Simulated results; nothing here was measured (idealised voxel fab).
process module | voxel tone inversion
cross-section cut | 295 nm wide | cells 5 nm
A cross-section is a grid of square cells, given in bands from the top down. A band is one or more rows of cells.
Each band's line starts with the height of the band's top and of its bottom, in nm. Then come its materials from left to right, each with its width in nm. One material with "throughout" fills the band from edge to edge. "air" is empty space.
Height 0 is the level under which the wafer as received is all one material. The lowest band goes on downwards, as in "0 down".
A width such as "30 to 40" changes by the same amount from each row of cells to the next, from the band's top row to its bottom row.
"no change" after a step means that no cell of the cross-section changed.
closed voids: empty space of 8 cells or more with no open way to the top, each as width x height at its distance from the left edge, in nm
after a step's settings: what the simulator itself notes on the step
overlay nm, on a step with a mask: how far to the right of its planned place the mask lay; to the left if negative
plan
1 op RECEIVE | material Si
2 op CONFORMAL_DEP | material SiN | thk nm 5
3 op DIRECTIONAL_DEP | material polySi | thk nm 20
4 op PATTERN | tone cover | mask id POSTS | material resist | width nm 25 | pitch nm 55 | thk nm 25 | overlay nm 0
5 op DIRECTIONAL_ETCH | etch materials polySi | depth nm 20
6 op STRIP | etch materials resist
7 op FILL_DEP | material lowk | thk nm 5
8 op CMP | height nm 25
9 op STRIP | etch materials polySi
10 op CONFORMAL_DEP | material TiN | thk nm 5
11 op FILL_DEP | material Cu | thk nm 10
12 op CMP | height nm 25
13 op CONFORMAL_DEP | material SiCN | thk nm 5
first wafer, as planned
as received, after step 1
  0 down: Si throughout
  closed voids: none
after step 2
  5 to 0: SiN throughout
  below 0: unchanged
after step 3
  25 to 5: polySi throughout
  below 5: unchanged
after step 4
  50 to 25: air 80 | resist 25 | air 30 | resist 25 | air 30 | resist 25 | air 80
  below 25: unchanged
after step 5
  50 to 25: air 80 | resist 25 | air 30 | resist 25 | air 30 | resist 25 | air 80
  25 to 5: air 80 | polySi 25 | air 30 | polySi 25 | air 30 | polySi 25 | air 80
  below 5: unchanged
after step 6
  25 to 5: air 80 | polySi 25 | air 30 | polySi 25 | air 30 | polySi 25 | air 80
  below 5: unchanged
after step 7
  30 to 25: lowk throughout
  25 to 5: lowk 80 | polySi 25 | lowk 30 | polySi 25 | lowk 30 | polySi 25 | lowk 80
  below 5: unchanged
after step 8
  25 to 5: lowk 80 | polySi 25 | lowk 30 | polySi 25 | lowk 30 | polySi 25 | lowk 80
  below 5: unchanged
after step 9
  25 to 5: lowk 80 | air 25 | lowk 30 | air 25 | lowk 30 | air 25 | lowk 80
  below 5: unchanged
after step 10
  30 to 25: TiN 85 | air 15 | TiN 40 | air 15 | TiN 40 | air 15 | TiN 85
  25 to 10: lowk 80 | TiN 5 | air 15 | TiN 5 | lowk 30 | TiN 5 | air 15 | TiN 5 | lowk 30 | TiN 5 | air 15 | TiN 5 | lowk 80
  10 to 5: lowk 80 | TiN 25 | lowk 30 | TiN 25 | lowk 30 | TiN 25 | lowk 80
  below 5: unchanged
after step 11
  40 to 30: Cu throughout
  30 to 25: TiN 85 | Cu 15 | TiN 40 | Cu 15 | TiN 40 | Cu 15 | TiN 85
  25 to 10: lowk 80 | TiN 5 | Cu 15 | TiN 5 | lowk 30 | TiN 5 | Cu 15 | TiN 5 | lowk 30 | TiN 5 | Cu 15 | TiN 5 | lowk 80
  below 10: unchanged
after step 12
  25 to 10: lowk 80 | TiN 5 | Cu 15 | TiN 5 | lowk 30 | TiN 5 | Cu 15 | TiN 5 | lowk 30 | TiN 5 | Cu 15 | TiN 5 | lowk 80
  below 10: unchanged
after step 13
  30 to 25: SiCN throughout
  below 25: unchanged
second wafer: like start, like plan, one mistake. Through step 12 it matches the first wafer
when step 13 should have ended
  40 to 25: SiCN throughout
  below 25: unchanged
what went wrong: step 13 ran as: op CONFORMAL_DEP | material SiCN | thk nm 15
at the end the second wafer has, in cells: 118 more of SiCN
